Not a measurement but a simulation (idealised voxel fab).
The process module presented herein is designated voxel wiring stack.
For reference, the cross-section in this document is cut, with width 255 nm and square cells of 5 nm.
We lay out every cross-section as a grid of square cells and spell it out in bands from the top down, where one band means one or more rows of cells. This entry defines a band. It first specifies the height of the band's top and the height of its bottom in nm, and then specifies the band's materials from left to right, stating each material with its width in nm. The word "all across" identifies a single material that fills the band from edge to edge, while the word "air" identifies empty space. Heights are expressed relative to 0, this being the level below which the as-received wafer comprises one material exclusively. The lowest band is unbounded in the downward direction and is denoted as in "z 0 and below". The notation "30->40" denotes a width that varies across the rows of cells in the band, beginning at the first number in the top row, finishing at the second number in the bottom row, and changing by an identical amount from each row to the next. Reading "no modifications" for a step: not a cell of the cross-section changed in it. In the "Non-vented voids" entry, you get each enclosed empty space of 8 cells or more, one with no open way to the top, written width x height at distance, distance from the left edge, in nm. Where a step's line continues beyond its settings, the continuation is a remark by the simulator itself on that step. overlay nm: where the mask lay relative to plan, measured to the right, on steps with a mask; negatives go left.
-- Set out below are the planned steps of the process
step 1: RECEIVE | material Si
step 2: CONFORMAL_DEP | material SiO2 | thk nm 15
step 3: CONFORMAL_DEP | material SiN | thk nm 5
step 4: DIRECTIONAL_DEP | material SiO2 | thk nm 15
step 5: DIRECTIONAL_DEP | material aC | thk nm 15
step 6: PATTERN | tone open | mask id METAL_1 | material resist | width nm 20 | pitch nm 35 | thk nm 35 | overlay nm 0
step 7: DIRECTIONAL_ETCH | etch materials aC | depth nm 15
step 8: STRIP | etch materials resist
step 9: DIRECTIONAL_ETCH | etch materials SiO2 | depth nm 15
step 10: DIRECTIONAL_ETCH | etch materials SiN | depth nm 5
step 11: STRIP | etch materials aC
step 12: CONFORMAL_DEP | material TiN | thk nm 5
step 13: FILL_DEP | material W | thk nm 10
step 14: CMP | height nm 35
step 15: CONFORMAL_DEP | material SiCN | thk nm 5
step 16: DIRECTIONAL_DEP | material SiO2 | thk nm 15
step 17: PATTERN | tone open | mask id PLUG_1 | material resist | width nm 15 | pitch nm 70 | thk nm 20 | overlay nm 0
step 18: DIRECTIONAL_ETCH | etch materials SiO2 | depth nm 15
step 19: DIRECTIONAL_ETCH | etch materials SiCN | depth nm 5
step 20: STRIP | etch materials resist
step 21: CONFORMAL_DEP | material TiN | thk nm 5
step 22: FILL_DEP | material Ru | thk nm 10
step 23: CMP | height nm 55
step 24: DIRECTIONAL_DEP | material TiN | thk nm 5
step 25: DIRECTIONAL_DEP | material Ru | thk nm 15
step 26: MASKED_ETCH | tone cover | mask id METAL_2 | width nm 20 | pitch nm 35 | etch materials Ru | depth nm 15 | overlay nm 0
step 27: MASKED_ETCH | tone cover | mask id METAL_2 | width nm 20 | pitch nm 35 | etch materials TiN | depth nm 5 | overlay nm 0
step 28: FILL_DEP | material SiO2 | thk nm 5
step 29: CMP | height nm 75
step 30: CONFORMAL_DEP | material SiCN | thk nm 5
step 31: DIRECTIONAL_DEP | material SiO2 | thk nm 30
step 32: DIRECTIONAL_DEP | material aC | thk nm 10
step 33: PATTERN | tone open | mask id METAL_3 | material resist | width nm 20 | pitch nm 35 | thk nm 30 | overlay nm 0
step 34: DIRECTIONAL_ETCH | etch materials aC | depth nm 10
step 35: STRIP | etch materials resist
step 36: DIRECTIONAL_ETCH | etch materials SiO2 | depth nm 20
step 37: STRIP | etch materials aC
step 38: PATTERN | tone open | mask id METAL_3_HOLES | material resist | width nm 15 | pitch nm 70 | thk nm 20 | overlay nm 0
step 39: DIRECTIONAL_ETCH | etch materials SiO2 | depth nm 10
step 40: DIRECTIONAL_ETCH | etch materials SiCN | depth nm 5
step 41: STRIP | etch materials resist
step 42: CONFORMAL_DEP | material TiN | thk nm 5
step 43: FILL_DEP | material Cu | thk nm 5
step 44: CMP | height nm 110
step 45: CONFORMAL_DEP | material SiN | thk nm 5
-- Wafer, first of two, run as planned
-- Cross-section of the wafer as it came to us, i.e., already through step 1
z 0 and below | Si all across
Non-vented voids: none
-- How the wafer stands in section after step 2
z 15 to 0 | SiO2 all across
No changes below 0.
-- How the wafer stands in section after step 3
z 20 to 15 | SiN all across
No changes below 15.
-- How the wafer stands in section after step 4
z 35 to 20 | SiO2 all across
No changes below 20.
-- How the wafer stands in section after step 5
z 50 to 35 | aC all across
No changes below 35.
-- How the wafer stands in section after step 6
z 85 to 50 | 65 of resist, 20 of air, 15 of resist, 20 of air, 15 of resist, 20 of air, 15 of resist, 20 of air, 65 of resist
No changes below 50.
-- How the wafer stands in section after step 7
z 70 to 50 | 65 of resist, 20 of air, 15 of resist, 20 of air, 15 of resist, 20 of air, 15 of resist, 20 of air, 65 of resist
z 50 to 35 | 65 of aC, 20 of air, 15 of aC, 20 of air, 15 of aC, 20 of air, 15 of aC, 20 of air, 65 of aC
No changes below 35.
-- How the wafer stands in section after step 8
z 50 to 35 | 65 of aC, 20 of air, 15 of aC, 20 of air, 15 of aC, 20 of air, 15 of aC, 20 of air, 65 of aC
No changes below 35.
-- How the wafer stands in section after step 9
z 50 to 35 | 65 of aC, 20 of air, 15 of aC, 20 of air, 15 of aC, 20 of air, 15 of aC, 20 of air, 65 of aC
z 35 to 20 | 65 of SiO2, 20 of air, 15 of SiO2, 20 of air, 15 of SiO2, 20 of air, 15 of SiO2, 20 of air, 65 of SiO2
No changes below 20.
-- How the wafer stands in section after step 10
z 50 to 35 | 65 of aC, 20 of air, 15 of aC, 20 of air, 15 of aC, 20 of air, 15 of aC, 20 of air, 65 of aC
z 35 to 20 | 65 of SiO2, 20 of air, 15 of SiO2, 20 of air, 15 of SiO2, 20 of air, 15 of SiO2, 20 of air, 65 of SiO2
z 20 to 15 | 65 of SiN, 20 of air, 15 of SiN, 20 of air, 15 of SiN, 20 of air, 15 of SiN, 20 of air, 65 of SiN
No changes below 15.
-- How the wafer stands in section after step 11
z 35 to 20 | 65 of SiO2, 20 of air, 15 of SiO2, 20 of air, 15 of SiO2, 20 of air, 15 of SiO2, 20 of air, 65 of SiO2
No changes below 20.
-- How the wafer stands in section after step 12
z 40 to 35 | 70 of TiN, 10 of air, 25 of TiN, 10 of air, 25 of TiN, 10 of air, 25 of TiN, 10 of air, 70 of TiN
z 35 to 20 | 65 of SiO2, 5 of TiN, 10 of air, 5 of TiN, 15 of SiO2, 5 of TiN, 10 of air, 5 of TiN, 15 of SiO2, 5 of TiN, 10 of air, 5 of TiN, 15 of SiO2, 5 of TiN, 10 of air, 5 of TiN, 65 of SiO2
z 20 to 15 | 65 of SiN, 20 of TiN, 15 of SiN, 20 of TiN, 15 of SiN, 20 of TiN, 15 of SiN, 20 of TiN, 65 of SiN
No changes below 15.
-- How the wafer stands in section after step 13
z 50 to 40 | W all across
z 40 to 35 | 70 of TiN, 10 of W, 25 of TiN, 10 of W, 25 of TiN, 10 of W, 25 of TiN, 10 of W, 70 of TiN
z 35 to 20 | 65 of SiO2, 5 of TiN, 10 of W, 5 of TiN, 15 of SiO2, 5 of TiN, 10 of W, 5 of TiN, 15 of SiO2, 5 of TiN, 10 of W, 5 of TiN, 15 of SiO2, 5 of TiN, 10 of W, 5 of TiN, 65 of SiO2
No changes below 20.
-- How the wafer stands in section after step 14
z 35 to 20 | 65 of SiO2, 5 of TiN, 10 of W, 5 of TiN, 15 of SiO2, 5 of TiN, 10 of W, 5 of TiN, 15 of SiO2, 5 of TiN, 10 of W, 5 of TiN, 15 of SiO2, 5 of TiN, 10 of W, 5 of TiN, 65 of SiO2
No changes below 20.
-- How the wafer stands in section after step 15
z 40 to 35 | SiCN all across
No changes below 35.
-- How the wafer stands in section after step 16
z 55 to 40 | SiO2 all across
No changes below 40.
-- How the wafer stands in section after step 17
z 75 to 55 | 65 of resist, 15 of air, 55 of resist, 15 of air, 105 of resist
No changes below 55.
-- How the wafer stands in section after step 18
z 75 to 55 | 65 of resist, 15 of air, 55 of resist, 15 of air, 105 of resist
z 55 to 40 | 65 of SiO2, 15 of air, 55 of SiO2, 15 of air, 105 of SiO2
No changes below 40.
-- How the wafer stands in section after step 19
z 75 to 55 | 65 of resist, 15 of air, 55 of resist, 15 of air, 105 of resist
z 55 to 40 | 65 of SiO2, 15 of air, 55 of SiO2, 15 of air, 105 of SiO2
z 40 to 35 | 65 of SiCN, 15 of air, 55 of SiCN, 15 of air, 105 of SiCN
No changes below 35.
-- How the wafer stands in section after step 20
z 55 to 40 | 65 of SiO2, 15 of air, 55 of SiO2, 15 of air, 105 of SiO2
No changes below 40.
-- How the wafer stands in section after step 21
z 60 to 55 | 70 of TiN, 5 of air, 65 of TiN, 5 of air, 110 of TiN
z 55 to 40 | 65 of SiO2, 5 of TiN, 5 of air, 5 of TiN, 55 of SiO2, 5 of TiN, 5 of air, 5 of TiN, 105 of SiO2
z 40 to 35 | 65 of SiCN, 15 of TiN, 55 of SiCN, 15 of TiN, 105 of SiCN
No changes below 35.
-- How the wafer stands in section after step 22
z 70 to 60 | Ru all across
z 60 to 55 | 70 of TiN, 5 of Ru, 65 of TiN, 5 of Ru, 110 of TiN
z 55 to 40 | 65 of SiO2, 5 of TiN, 5 of Ru, 5 of TiN, 55 of SiO2, 5 of TiN, 5 of Ru, 5 of TiN, 105 of SiO2
No changes below 40.
-- How the wafer stands in section after step 23
z 55 to 40 | 65 of SiO2, 5 of TiN, 5 of Ru, 5 of TiN, 55 of SiO2, 5 of TiN, 5 of Ru, 5 of TiN, 105 of SiO2
No changes below 40.
-- How the wafer stands in section after step 24
z 60 to 55 | TiN all across
No changes below 55.
-- How the wafer stands in section after step 25
z 75 to 60 | Ru all across
No changes below 60.
-- How the wafer stands in section after step 26
z 75 to 60 | 65 of air, 20 of Ru, 15 of air, 20 of Ru, 15 of air, 20 of Ru, 15 of air, 20 of Ru, 65 of air
No changes below 60.
-- How the wafer stands in section after step 27
z 75 to 60 | 65 of air, 20 of Ru, 15 of air, 20 of Ru, 15 of air, 20 of Ru, 15 of air, 20 of Ru, 65 of air
z 60 to 55 | 65 of air, 20 of TiN, 15 of air, 20 of TiN, 15 of air, 20 of TiN, 15 of air, 20 of TiN, 65 of air
No changes below 55.
-- How the wafer stands in section after step 28
z 80 to 75 | SiO2 all across
z 75 to 60 | 65 of SiO2, 20 of Ru, 15 of SiO2, 20 of Ru, 15 of SiO2, 20 of Ru, 15 of SiO2, 20 of Ru, 65 of SiO2
z 60 to 55 | 65 of SiO2, 20 of TiN, 15 of SiO2, 20 of TiN, 15 of SiO2, 20 of TiN, 15 of SiO2, 20 of TiN, 65 of SiO2
No changes below 55.
-- How the wafer stands in section after step 29
z 75 to 60 | 65 of SiO2, 20 of Ru, 15 of SiO2, 20 of Ru, 15 of SiO2, 20 of Ru, 15 of SiO2, 20 of Ru, 65 of SiO2
No changes below 60.
-- How the wafer stands in section after step 30
z 80 to 75 | SiCN all across
No changes below 75.
-- How the wafer stands in section after step 31
z 110 to 80 | SiO2 all across
No changes below 80.
-- How the wafer stands in section after step 32
z 120 to 110 | aC all across
No changes below 110.
-- How the wafer stands in section after step 33
z 150 to 120 | 65 of resist, 20 of air, 15 of resist, 20 of air, 15 of resist, 20 of air, 15 of resist, 20 of air, 65 of resist
No changes below 120.
-- How the wafer stands in section after step 34
z 140 to 120 | 65 of resist, 20 of air, 15 of resist, 20 of air, 15 of resist, 20 of air, 15 of resist, 20 of air, 65 of resist
z 120 to 110 | 65 of aC, 20 of air, 15 of aC, 20 of air, 15 of aC, 20 of air, 15 of aC, 20 of air, 65 of aC
No changes below 110.
-- How the wafer stands in section after step 35
z 120 to 110 | 65 of aC, 20 of air, 15 of aC, 20 of air, 15 of aC, 20 of air, 15 of aC, 20 of air, 65 of aC
No changes below 110.
-- How the wafer stands in section after step 36
z 120 to 110 | 65 of aC, 20 of air, 15 of aC, 20 of air, 15 of aC, 20 of air, 15 of aC, 20 of air, 65 of aC
z 110 to 90 | 65 of SiO2, 20 of air, 15 of SiO2, 20 of air, 15 of SiO2, 20 of air, 15 of SiO2, 20 of air, 65 of SiO2
No changes below 90.
-- How the wafer stands in section after step 37
z 110 to 90 | 65 of SiO2, 20 of air, 15 of SiO2, 20 of air, 15 of SiO2, 20 of air, 15 of SiO2, 20 of air, 65 of SiO2
No changes below 90.
-- How the wafer stands in section after step 38
z 130 to 110 | 65 of resist, 15 of air, 55 of resist, 15 of air, 105 of resist
z 110 to 90 | 65 of SiO2, 15 of air, 5 of resist, 15 of SiO2, 20 of resist, 15 of SiO2, 15 of air, 5 of resist, 15 of SiO2, 20 of resist, 65 of SiO2
No changes below 90.
-- How the wafer stands in section after step 39
z 130 to 110 | 65 of resist, 15 of air, 55 of resist, 15 of air, 105 of resist
z 110 to 90 | 65 of SiO2, 15 of air, 5 of resist, 15 of SiO2, 20 of resist, 15 of SiO2, 15 of air, 5 of resist, 15 of SiO2, 20 of resist, 65 of SiO2
z 90 to 80 | 65 of SiO2, 15 of air, 55 of SiO2, 15 of air, 105 of SiO2
No changes below 80.
-- How the wafer stands in section after step 40
z 130 to 110 | 65 of resist, 15 of air, 55 of resist, 15 of air, 105 of resist
z 110 to 90 | 65 of SiO2, 15 of air, 5 of resist, 15 of SiO2, 20 of resist, 15 of SiO2, 15 of air, 5 of resist, 15 of SiO2, 20 of resist, 65 of SiO2
z 90 to 80 | 65 of SiO2, 15 of air, 55 of SiO2, 15 of air, 105 of SiO2
z 80 to 75 | 65 of SiCN, 15 of air, 55 of SiCN, 15 of air, 105 of SiCN
No changes below 75.
-- How the wafer stands in section after step 41
z 110 to 90 | 65 of SiO2, 20 of air, 15 of SiO2, 20 of air, 15 of SiO2, 20 of air, 15 of SiO2, 20 of air, 65 of SiO2
No changes below 90.
-- How the wafer stands in section after step 42
z 115 to 110 | 70 of TiN, 10 of air, 25 of TiN, 10 of air, 25 of TiN, 10 of air, 25 of TiN, 10 of air, 70 of TiN
z 110 to 95 | 65 of SiO2, 5 of TiN, 10 of air, 5 of TiN, 15 of SiO2, 5 of TiN, 10 of air, 5 of TiN, 15 of SiO2, 5 of TiN, 10 of air, 5 of TiN, 15 of SiO2, 5 of TiN, 10 of air, 5 of TiN, 65 of SiO2
z 95 to 90 | 65 of SiO2, 5 of TiN, 5 of air, 10 of TiN, 15 of SiO2, 20 of TiN, 15 of SiO2, 5 of TiN, 5 of air, 10 of TiN, 15 of SiO2, 20 of TiN, 65 of SiO2
z 90 to 80 | 65 of SiO2, 5 of TiN, 5 of air, 5 of TiN, 55 of SiO2, 5 of TiN, 5 of air, 5 of TiN, 105 of SiO2
z 80 to 75 | 65 of SiCN, 15 of TiN, 55 of SiCN, 15 of TiN, 105 of SiCN
No changes below 75.
-- How the wafer stands in section after step 43
z 120 to 115 | Cu all across
z 115 to 110 | 70 of TiN, 10 of Cu, 25 of TiN, 10 of Cu, 25 of TiN, 10 of Cu, 25 of TiN, 10 of Cu, 70 of TiN
z 110 to 95 | 65 of SiO2, 5 of TiN, 10 of Cu, 5 of TiN, 15 of SiO2, 5 of TiN, 10 of Cu, 5 of TiN, 15 of SiO2, 5 of TiN, 10 of Cu, 5 of TiN, 15 of SiO2, 5 of TiN, 10 of Cu, 5 of TiN, 65 of SiO2
z 95 to 90 | 65 of SiO2, 5 of TiN, 5 of Cu, 10 of TiN, 15 of SiO2, 20 of TiN, 15 of SiO2, 5 of TiN, 5 of Cu, 10 of TiN, 15 of SiO2, 20 of TiN, 65 of SiO2
z 90 to 80 | 65 of SiO2, 5 of TiN, 5 of Cu, 5 of TiN, 55 of SiO2, 5 of TiN, 5 of Cu, 5 of TiN, 105 of SiO2
No changes below 80.
-- How the wafer stands in section after step 44
z 110 to 95 | 65 of SiO2, 5 of TiN, 10 of Cu, 5 of TiN, 15 of SiO2, 5 of TiN, 10 of Cu, 5 of TiN, 15 of SiO2, 5 of TiN, 10 of Cu, 5 of TiN, 15 of SiO2, 5 of TiN, 10 of Cu, 5 of TiN, 65 of SiO2
No changes below 95.
-- How the wafer stands in section after step 45
z 115 to 110 | SiN all across
No changes below 110.
-- The Second Wafer: Common Origin and Plan, One Mistake in Execution, Identical to the First Through Step 3
X-section, second wafer, when step 4 was due to finish: no modifications
-- X-section, second wafer, when step 5 was due to finish
z 35 to 20 | aC all across
No changes below 20.
-- X-section, second wafer, when step 6 was due to finish
z 70 to 35 | 65 of resist, 20 of air, 15 of resist, 20 of air, 15 of resist, 20 of air, 15 of resist, 20 of air, 65 of resist
No changes below 35.
-- X-section, second wafer, when step 7 was due to finish
z 55 to 35 | 65 of resist, 20 of air, 15 of resist, 20 of air, 15 of resist, 20 of air, 15 of resist, 20 of air, 65 of resist
z 35 to 20 | 65 of aC, 20 of air, 15 of aC, 20 of air, 15 of aC, 20 of air, 15 of aC, 20 of air, 65 of aC
No changes below 20.
-- X-section, second wafer, when step 8 was due to finish
z 35 to 20 | 65 of aC, 20 of air, 15 of aC, 20 of air, 15 of aC, 20 of air, 15 of aC, 20 of air, 65 of aC
No changes below 20.
X-section, second wafer, when step 9 was due to finish: no modifications
-- X-section, second wafer, when step 10 was due to finish
z 35 to 20 | 65 of aC, 20 of air, 15 of aC, 20 of air, 15 of aC, 20 of air, 15 of aC, 20 of air, 65 of aC
z 20 to 15 | 65 of SiN, 20 of air, 15 of SiN, 20 of air, 15 of SiN, 20 of air, 15 of SiN, 20 of air, 65 of SiN
No changes below 15.
-- X-section, second wafer, when step 11 was due to finish
z 20 to 15 | 65 of SiN, 20 of air, 15 of SiN, 20 of air, 15 of SiN, 20 of air, 15 of SiN, 20 of air, 65 of SiN
No changes below 15.
-- X-section, second wafer, when step 12 was due to finish
z 25 to 20 | 70 of TiN, 10 of air, 25 of TiN, 10 of air, 25 of TiN, 10 of air, 25 of TiN, 10 of air, 70 of TiN
z 20 to 15 | 65 of SiN, 20 of TiN, 15 of SiN, 20 of TiN, 15 of SiN, 20 of TiN, 15 of SiN, 20 of TiN, 65 of SiN
No changes below 15.
-- X-section, second wafer, when step 13 was due to finish
z 35 to 25 | W all across
z 25 to 20 | 70 of TiN, 10 of W, 25 of TiN, 10 of W, 25 of TiN, 10 of W, 25 of TiN, 10 of W, 70 of TiN
No changes below 20.
X-section, second wafer, when step 14 was due to finish: no modifications
-- X-section, second wafer, when step 15 was due to finish
z 40 to 35 | SiCN all across
No changes below 35.
-- X-section, second wafer, when step 16 was due to finish
z 55 to 40 | SiO2 all across
No changes below 40.
-- X-section, second wafer, when step 17 was due to finish
z 75 to 55 | 65 of resist, 15 of air, 55 of resist, 15 of air, 105 of resist
No changes below 55.
-- X-section, second wafer, when step 18 was due to finish
z 75 to 55 | 65 of resist, 15 of air, 55 of resist, 15 of air, 105 of resist
z 55 to 40 | 65 of SiO2, 15 of air, 55 of SiO2, 15 of air, 105 of SiO2
No changes below 40.
-- X-section, second wafer, when step 19 was due to finish
z 75 to 55 | 65 of resist, 15 of air, 55 of resist, 15 of air, 105 of resist
z 55 to 40 | 65 of SiO2, 15 of air, 55 of SiO2, 15 of air, 105 of SiO2
z 40 to 35 | 65 of SiCN, 15 of air, 55 of SiCN, 15 of air, 105 of SiCN
No changes below 35.
-- X-section, second wafer, when step 20 was due to finish
z 55 to 40 | 65 of SiO2, 15 of air, 55 of SiO2, 15 of air, 105 of SiO2
No changes below 40.
-- X-section, second wafer, when step 21 was due to finish
z 60 to 55 | 70 of TiN, 5 of air, 65 of TiN, 5 of air, 110 of TiN
z 55 to 40 | 65 of SiO2, 5 of TiN, 5 of air, 5 of TiN, 55 of SiO2, 5 of TiN, 5 of air, 5 of TiN, 105 of SiO2
z 40 to 35 | 65 of SiCN, 15 of TiN, 55 of SiCN, 15 of TiN, 105 of SiCN
No changes below 35.
-- X-section, second wafer, when step 22 was due to finish
z 70 to 60 | Ru all across
z 60 to 55 | 70 of TiN, 5 of Ru, 65 of TiN, 5 of Ru, 110 of TiN
z 55 to 40 | 65 of SiO2, 5 of TiN, 5 of Ru, 5 of TiN, 55 of SiO2, 5 of TiN, 5 of Ru, 5 of TiN, 105 of SiO2
No changes below 40.
-- X-section, second wafer, when step 23 was due to finish
z 55 to 40 | 65 of SiO2, 5 of TiN, 5 of Ru, 5 of TiN, 55 of SiO2, 5 of TiN, 5 of Ru, 5 of TiN, 105 of SiO2
No changes below 40.
-- X-section, second wafer, when step 24 was due to finish
z 60 to 55 | TiN all across
No changes below 55.
-- X-section, second wafer, when step 25 was due to finish
z 75 to 60 | Ru all across
No changes below 60.
-- X-section, second wafer, when step 26 was due to finish
z 75 to 60 | 65 of air, 20 of Ru, 15 of air, 20 of Ru, 15 of air, 20 of Ru, 15 of air, 20 of Ru, 65 of air
No changes below 60.
-- X-section, second wafer, when step 27 was due to finish
z 75 to 60 | 65 of air, 20 of Ru, 15 of air, 20 of Ru, 15 of air, 20 of Ru, 15 of air, 20 of Ru, 65 of air
z 60 to 55 | 65 of air, 20 of TiN, 15 of air, 20 of TiN, 15 of air, 20 of TiN, 15 of air, 20 of TiN, 65 of air
No changes below 55.
-- X-section, second wafer, when step 28 was due to finish
z 80 to 75 | SiO2 all across
z 75 to 60 | 65 of SiO2, 20 of Ru, 15 of SiO2, 20 of Ru, 15 of SiO2, 20 of Ru, 15 of SiO2, 20 of Ru, 65 of SiO2
z 60 to 55 | 65 of SiO2, 20 of TiN, 15 of SiO2, 20 of TiN, 15 of SiO2, 20 of TiN, 15 of SiO2, 20 of TiN, 65 of SiO2
No changes below 55.
-- X-section, second wafer, when step 29 was due to finish
z 75 to 60 | 65 of SiO2, 20 of Ru, 15 of SiO2, 20 of Ru, 15 of SiO2, 20 of Ru, 15 of SiO2, 20 of Ru, 65 of SiO2
No changes below 60.
-- X-section, second wafer, when step 30 was due to finish
z 80 to 75 | SiCN all across
No changes below 75.
-- X-section, second wafer, when step 31 was due to finish
z 110 to 80 | SiO2 all across
No changes below 80.
-- X-section, second wafer, when step 32 was due to finish
z 120 to 110 | aC all across
No changes below 110.
-- X-section, second wafer, when step 33 was due to finish
z 150 to 120 | 65 of resist, 20 of air, 15 of resist, 20 of air, 15 of resist, 20 of air, 15 of resist, 20 of air, 65 of resist
No changes below 120.
-- X-section, second wafer, when step 34 was due to finish
z 140 to 120 | 65 of resist, 20 of air, 15 of resist, 20 of air, 15 of resist, 20 of air, 15 of resist, 20 of air, 65 of resist
z 120 to 110 | 65 of aC, 20 of air, 15 of aC, 20 of air, 15 of aC, 20 of air, 15 of aC, 20 of air, 65 of aC
No changes below 110.
-- X-section, second wafer, when step 35 was due to finish
z 120 to 110 | 65 of aC, 20 of air, 15 of aC, 20 of air, 15 of aC, 20 of air, 15 of aC, 20 of air, 65 of aC
No changes below 110.
-- X-section, second wafer, when step 36 was due to finish
z 120 to 110 | 65 of aC, 20 of air, 15 of aC, 20 of air, 15 of aC, 20 of air, 15 of aC, 20 of air, 65 of aC
z 110 to 90 | 65 of SiO2, 20 of air, 15 of SiO2, 20 of air, 15 of SiO2, 20 of air, 15 of SiO2, 20 of air, 65 of SiO2
No changes below 90.
-- X-section, second wafer, when step 37 was due to finish
z 110 to 90 | 65 of SiO2, 20 of air, 15 of SiO2, 20 of air, 15 of SiO2, 20 of air, 15 of SiO2, 20 of air, 65 of SiO2
No changes below 90.
-- X-section, second wafer, when step 38 was due to finish
z 130 to 110 | 65 of resist, 15 of air, 55 of resist, 15 of air, 105 of resist
z 110 to 90 | 65 of SiO2, 15 of air, 5 of resist, 15 of SiO2, 20 of resist, 15 of SiO2, 15 of air, 5 of resist, 15 of SiO2, 20 of resist, 65 of SiO2
No changes below 90.
-- X-section, second wafer, when step 39 was due to finish
z 130 to 110 | 65 of resist, 15 of air, 55 of resist, 15 of air, 105 of resist
z 110 to 90 | 65 of SiO2, 15 of air, 5 of resist, 15 of SiO2, 20 of resist, 15 of SiO2, 15 of air, 5 of resist, 15 of SiO2, 20 of resist, 65 of SiO2
z 90 to 80 | 65 of SiO2, 15 of air, 55 of SiO2, 15 of air, 105 of SiO2
No changes below 80.
-- X-section, second wafer, when step 40 was due to finish
z 130 to 110 | 65 of resist, 15 of air, 55 of resist, 15 of air, 105 of resist
z 110 to 90 | 65 of SiO2, 15 of air, 5 of resist, 15 of SiO2, 20 of resist, 15 of SiO2, 15 of air, 5 of resist, 15 of SiO2, 20 of resist, 65 of SiO2
z 90 to 80 | 65 of SiO2, 15 of air, 55 of SiO2, 15 of air, 105 of SiO2
z 80 to 75 | 65 of SiCN, 15 of air, 55 of SiCN, 15 of air, 105 of SiCN
No changes below 75.
-- X-section, second wafer, when step 41 was due to finish
z 110 to 90 | 65 of SiO2, 20 of air, 15 of SiO2, 20 of air, 15 of SiO2, 20 of air, 15 of SiO2, 20 of air, 65 of SiO2
No changes below 90.
-- X-section, second wafer, when step 42 was due to finish
z 115 to 110 | 70 of TiN, 10 of air, 25 of TiN, 10 of air, 25 of TiN, 10 of air, 25 of TiN, 10 of air, 70 of TiN
z 110 to 95 | 65 of SiO2, 5 of TiN, 10 of air, 5 of TiN, 15 of SiO2, 5 of TiN, 10 of air, 5 of TiN, 15 of SiO2, 5 of TiN, 10 of air, 5 of TiN, 15 of SiO2, 5 of TiN, 10 of air, 5 of TiN, 65 of SiO2
z 95 to 90 | 65 of SiO2, 5 of TiN, 5 of air, 10 of TiN, 15 of SiO2, 20 of TiN, 15 of SiO2, 5 of TiN, 5 of air, 10 of TiN, 15 of SiO2, 20 of TiN, 65 of SiO2
z 90 to 80 | 65 of SiO2, 5 of TiN, 5 of air, 5 of TiN, 55 of SiO2, 5 of TiN, 5 of air, 5 of TiN, 105 of SiO2
z 80 to 75 | 65 of SiCN, 15 of TiN, 55 of SiCN, 15 of TiN, 105 of SiCN
No changes below 75.
-- X-section, second wafer, when step 43 was due to finish
z 120 to 115 | Cu all across
z 115 to 110 | 70 of TiN, 10 of Cu, 25 of TiN, 10 of Cu, 25 of TiN, 10 of Cu, 25 of TiN, 10 of Cu, 70 of TiN
z 110 to 95 | 65 of SiO2, 5 of TiN, 10 of Cu, 5 of TiN, 15 of SiO2, 5 of TiN, 10 of Cu, 5 of TiN, 15 of SiO2, 5 of TiN, 10 of Cu, 5 of TiN, 15 of SiO2, 5 of TiN, 10 of Cu, 5 of TiN, 65 of SiO2
z 95 to 90 | 65 of SiO2, 5 of TiN, 5 of Cu, 10 of TiN, 15 of SiO2, 20 of TiN, 15 of SiO2, 5 of TiN, 5 of Cu, 10 of TiN, 15 of SiO2, 20 of TiN, 65 of SiO2
z 90 to 80 | 65 of SiO2, 5 of TiN, 5 of Cu, 5 of TiN, 55 of SiO2, 5 of TiN, 5 of Cu, 5 of TiN, 105 of SiO2
No changes below 80.
-- X-section, second wafer, when step 44 was due to finish
z 110 to 95 | 65 of SiO2, 5 of TiN, 10 of Cu, 5 of TiN, 15 of SiO2, 5 of TiN, 10 of Cu, 5 of TiN, 15 of SiO2, 5 of TiN, 10 of Cu, 5 of TiN, 15 of SiO2, 5 of TiN, 10 of Cu, 5 of TiN, 65 of SiO2
No changes below 95.
-- X-section, second wafer, when step 45 was due to finish
z 115 to 110 | SiN all across
No changes below 110.
Heads up, the wafer didn't run the way we planned it: it should be noted that step 4 of the plan was omitted and was not performed
Upon completion, the second wafer contains, in terms of cells, a greater or smaller amount of certain materials than the first wafer: SiO2 -105; TiN +19; W +86
